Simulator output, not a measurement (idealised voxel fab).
process module | voxel plated lines
cross-section cut | 195 nm wide | cells 5 nm
A cross-section is a grid of square cells, given in bands from the top down. A band is one or more rows of cells.
Each band's line starts with the height of the band's top and of its bottom, in nm. Then come its materials from left to right, each with its width in nm. One material with "throughout" fills the band from edge to edge. "air" is empty space.
Height 0 is the level under which the wafer as received is all one material. The lowest band goes on downwards, as in "0 down".
A width such as "30 to 40" changes by the same amount from each row of cells to the next, from the band's top row to its bottom row.
"no change" after a step means that no cell of the cross-section changed.
closed voids: empty space of 8 cells or more with no open way to the top, each as width x height at its distance from the left edge, in nm
after a step's settings: what the simulator itself notes on the step
overlay nm, on a step with a mask: how far to the right of its planned place the mask lay; to the left if negative
plan
1 op RECEIVE | material Si
2 op CONFORMAL_DEP | material SiN | thk nm 10
3 op DIRECTIONAL_DEP | material TiN | thk nm 5
4 op PATTERN | tone open | mask id LINES | material resist | width nm 20 | pitch nm 40 | thk nm 15 | overlay nm 0
5 op EPI | material Ru | thk nm 5
6 op STRIP | etch materials resist
7 op DIRECTIONAL_ETCH | etch materials TiN | depth nm 5
8 op CONFORMAL_DEP | material SiCN | thk nm 10
as received, after step 1
  0 down: Si throughout
  closed voids: none
a wafer at the end: this start, this plan, one mistake
  25 to 15: SiCN throughout
  15 to 10: TiN throughout
  10 to 0: SiN throughout
  0 down: Si throughout
  closed voids: none
what went wrong: step 7 ran as: op DIRECTIONAL_ETCH | etch materials Ru | depth nm 5
